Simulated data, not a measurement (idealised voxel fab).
Title: Process Module voxel tone inversion
cross-section cut | 140 nm wide | cells 5 nm
In what follows, cross-sections appear as grids of square cells, described through bands that run from the top down, where every band is one or more rows of cells.
Within each band entry, the heights of the top and of the bottom of the band appear first, in that order and in nm; the materials of the band then follow from left to right, each with its corresponding width in nm. The designation "edge to edge" on a single material indicates that it fills the band from edge to edge; the designation "blank" indicates empty space.
Ref level 0: as-received wafer is one material below here. Bottom band extends down with no lower bound ("0 down").
The notation "30->40" denotes a width that varies across the rows of cells in the band, beginning at the first number in the top row, finishing at the second number in the bottom row, and changing by an identical amount from each row to the next.
Reading "nothing was modified" for a step: not a cell of the cross-section changed in it.
The entry titled "Completely sealed voids" provides the empty spaces that have no open way to the top, restricted to those of 8 cells or more. Each is presented as width x height at distance, the distance being measured from the left edge, with all three in nm.
after a step's settings: what the simulator itself notes on the step
When a step includes a mask, the "overlay nm" setting on its line states how far to the right of its planned place that mask lay, and negative values state how far to the left.

## Process steps foreseen in the plan
| 1 | RECEIVE (material Si) |
| 2 | CONFORMAL_DEP (material SiCN; thk nm 10) |
| 3 | DIRECTIONAL_DEP (material aC; thk nm 20) |
| 4 | PATTERN (tone cover; mask id POSTS; material resist; width nm 15; pitch nm 45; thk nm 30; overlay nm 0) |
| 5 | DIRECTIONAL_ETCH (etch materials aC; depth nm 20) |
| 6 | STRIP (etch materials resist) |
| 7 | FILL_DEP (material lowk; thk nm 5) |
| 8 | CMP (height nm 30) |
| 9 | STRIP (etch materials aC) |

## Received-state cross-section, reflecting completion of step 1
> 0 down = Si edge to edge
> Completely sealed voids: none

## End-of-module XS, first of two wafers, run as planned
> 30 to 10 = lowk=40  blank=15  lowk=30  blank=15  lowk=40
> 10 to 0 = SiCN edge to edge
> 0 down = Si edge to edge
> Completely sealed voids: none

## Wafer two cross-section, module end. Start and plan unchanged from wafer one; one mistake made during the run
> 30 to 15 = lowk=40  blank=15  lowk=30  blank=15  lowk=40
> 15 to 0 = SiCN edge to edge
> 0 down = Si edge to edge
> Completely sealed voids: none
The mistake made against the process plan was this: step 2, actual vs plan mismatch, actual run CONFORMAL_DEP (material SiCN; thk nm 15)
End of process, cell counts, second wafer against first, materials with more or fewer: SiCN: 28 more, lowk: 22 fewer
